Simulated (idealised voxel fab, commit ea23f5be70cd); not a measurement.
Presented below is a process module, voxel fin reveal.
The cross-section shown here is cut; it is 165 nm wide and divided into square cells measuring 5 nm on a side.
Format of a cross-section: grid, square cells. Given as bands. Order: top down. Band: one or more rows of cells.
A band entry consists of two parts. The first gives the height of the band's top and the height of its bottom, in nm. The rest lists the band's materials from left to right, each with its width in nm. A single material labelled with the word "edge to edge" fills the band from edge to edge, and the word "air" marks empty space.
Height reference: 0 = level under which incoming wafer is all one material. Lowest band: no bottom, runs on downward, e.g. "top 0, no bottom".
Read "30->40" as a graded width: first number on top, second number at the bottom, same change between each pair of neighbouring rows.
Given "no change occurred" for a step, no cell of the cross-section differs between before and after that step.
"Closed void register" enumerates empty spaces isolated from the top, with no open way to it, that contain at least 8 cells, giving each as width x height at distance from the left edge, all three in nm.
Step line, after settings: the simulator's comment on this step.
You can add "overlay nm" to a step's line. For a step with a mask, it describes how far the mask lay to the right of its planned position, and a negative number describes a lay to the left.

HERE'S WHAT THE PLANNED PROCESS STEPS LOOK LIKE
- 1: RECEIVE with material Si
- 2: CONFORMAL_DEP with material SiN, thk nm 5
- 3: MASKED_ETCH with tone cover, mask id FINS, width nm 15, pitch nm 40, etch materials SiN, depth nm 5, overlay nm 0
- 4: MASKED_ETCH with tone cover, mask id FINS, width nm 15, pitch nm 40, etch materials Si, depth nm 40, overlay nm 0
- 5: OXIDIZE with depth nm 5
- 6: FILL_DEP with material SiO2, thk nm 10
- 7: CMP with height nm 5
- 8: SELECTIVE_ETCH with etch materials SiO2, depth nm 25
- 9: STRIP with etch materials SiN
- 10: CONFORMAL_DEP with material SiO2, thk nm 5

RECEIVED-STATE CROSS-SECTION, REFLECTING COMPLETION OF STEP 1
  top 0, no bottom = Si edge to edge
  Closed void register: none

FIGURE: CROSS-SECTIONAL VIEW OF THE WAFER UPON COMPLETION OF THE MODULE, PROCESSED FROM THE INITIAL STATE AND ACCORDING TO THE PLAN DEPICTED ABOVE, WITH ONE ERROR INTRODUCED DURING EXECUTION
  top 5, bottom 0 = 55 of air / 15 of SiO2 / 25 of air / 15 of SiO2 / 55 of air
  top 0, bottom -15 = 55 of air / 5 of SiO2 / 5 of Si / 5 of SiO2 / 25 of air / 5 of SiO2 / 5 of Si / 5 of SiO2 / 55 of air
  top -15, bottom -55 = 60 of SiO2 / 5 of Si / 35 of SiO2 / 5 of Si / 60 of SiO2
  top -55, no bottom = Si edge to edge
  Closed void register: none
The mistake made against the process plan was this: step 4 did not use the planned setting and instead ran as MASKED_ETCH with tone cover, mask id FINS, width nm 15, pitch nm 40, etch materials Si, depth nm 50, overlay nm 0
